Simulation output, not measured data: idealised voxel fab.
The process module presented herein is designated voxel transistor to metal.
This is section cut - it's 160 nm across, gridded in 5 nm square cells.
A cross-section is written here as square cells arranged in a grid, and it is given in bands from the top down, each band taking up one or more rows of cells.
Heads up on the band format: heights come first, top then bottom, in nm. After that it's the materials left to right, each with its width in nm. A single material flagged "all across" fills the whole band edge to edge, and "blank" means there's empty space there.
Measure heights from 0. That's the level where, below it, the as-received wafer is all one material. The lowest band is bottomless and extends downward; write it as in "0 -> down".
A width given as "30..40" starts at the first number in the band's top row and ends at the second number in its bottom row, shifting by an equal amount at every step from row to row.
Where a step carries "no change occurred", the cross-section came out of it unchanged, cell for cell.
Each empty space that has no open way to the top and spans at least 8 cells appears under "Completely sealed voids" as width x height at distance, the distance counted from the left edge, all in nm.
Anything after a step's settings on that line? It's the simulator's own note about the step.
overlay nm: mask right of planned place by this much (step with mask). Neg. = left.

Plan
1) RECEIVE: material Si
2) OXIDIZE: depth nm 5
3) CONFORMAL_DEP: material SiN, thk nm 10
4) MASKED_ETCH: tone cover, mask id ACTIVE, width nm 110, etch materials SiN, depth nm 10, overlay nm 0
5) MASKED_ETCH: tone cover, mask id ACTIVE, width nm 110, etch materials SiO2, depth nm 5, overlay nm 0
6) MASKED_ETCH: tone cover, mask id ACTIVE, width nm 110, etch materials Si, depth nm 25, overlay nm 0
7) FILL_DEP: material SiO2, thk nm 5
8) CMP: height nm 10
9) SELECTIVE_ETCH: etch materials SiO2, depth nm 5
10) STRIP: etch materials SiN
11) SELECTIVE_ETCH: etch materials SiO2, depth nm 5
12) OXIDIZE: depth nm 5
13) DIRECTIONAL_DEP: material polySi, thk nm 20
14) DIRECTIONAL_DEP: material SiCN, thk nm 15
15) PATTERN: tone cover, mask id GATE, material resist, width nm 30, thk nm 15, overlay nm 0
16) DIRECTIONAL_ETCH: etch materials SiCN, depth nm 25
17) DIRECTIONAL_ETCH: etch materials polySi, depth nm 30
18) STRIP: etch materials resist
19) CONFORMAL_DEP: material SiO2, thk nm 5
20) DIRECTIONAL_ETCH: etch materials SiO2, depth nm 5
21) CONFORMAL_DEP: material SiN, thk nm 10
22) DIRECTIONAL_ETCH: etch materials SiN, depth nm 10
23) DIRECTIONAL_ETCH: etch materials SiO2, depth nm 5
24) EPI: material nSi, thk nm 5
25) FILL_DEP: material SiO2, thk nm 5
26) CMP: height nm 15
27) STRIP: etch materials polySi
28) SELECTIVE_ETCH: etch materials SiO2, depth nm 5
29) CONFORMAL_DEP: material HfO2, thk nm 5
30) CONFORMAL_DEP: material TiN, thk nm 5
31) FILL_DEP: material W, thk nm 5
32) CMP: height nm 10
33) DIRECTIONAL_DEP: material SiO2, thk nm 10
34) MASKED_ETCH: tone open, mask id CONTACT, width nm 20, pitch nm 80, etch materials SiO2, depth nm 25, overlay nm 0
35) CONFORMAL_DEP: material TiN, thk nm 5
36) FILL_DEP: material W, thk nm 10
37) CMP: height nm 20
38) DIRECTIONAL_DEP: material TiN, thk nm 5
39) DIRECTIONAL_DEP: material W, thk nm 25
40) MASKED_ETCH: tone cover, mask id METAL_1, width nm 20, pitch nm 80, etch materials W, depth nm 25, overlay nm 0
41) MASKED_ETCH: tone cover, mask id METAL_1, width nm 20, pitch nm 80, etch materials TiN, depth nm 5, overlay nm 0
42) CONFORMAL_DEP: material SiCN, thk nm 5
43) FILL_DEP: material lowk, thk nm 10
44) CMP: height nm 50
45) CONFORMAL_DEP: material SiCN, thk nm 5

Cross-section, incoming material, after step 1
- 0 -> down = Si all across
- Completely sealed voids: none

One mistake in running the module, otherwise start and plan as above: cross-section at the end
- 55 -> 50 = SiCN all across
- 50 -> 45 = SiCN (30), then TiN (20), then SiCN (60), then TiN (20), then SiCN (30)
- 45 -> 20 = W all across
- 20 -> 10 = SiO2 (30), then TiN (5), then W (10), then TiN (5), then SiO2 (60), then TiN (5), then W (10), then TiN (5), then SiO2 (30)
- 10 -> 0 = SiO2 (30), then TiN (5..10), then W (10..5), then TiN (5), then SiN (10), then HfO2 (5), then TiN (5), then W (20), then TiN (5), then HfO2 (5), then SiN (10), then TiN (5), then W (10..5), then TiN (5..10), then SiO2 (30)
- 0 -> -5 = SiO2 (25), then SiN (10), then TiN (15), then SiN (10), then HfO2 (5), then TiN (30), then HfO2 (5), then SiN (10), then TiN (15), then SiN (10), then SiO2 (25)
- -5 -> -10 = SiO2 (35), then nSi (15), then SiO2 (10), then HfO2 (40), then SiO2 (10), then nSi (15), then SiO2 (35)
- -10 -> -30 = SiO2 (25), then Si (110), then SiO2 (25)
- -30 -> down = Si all across
- Completely sealed voids: none
what went wrong: sequence error: steps 38 and 39 interchanged
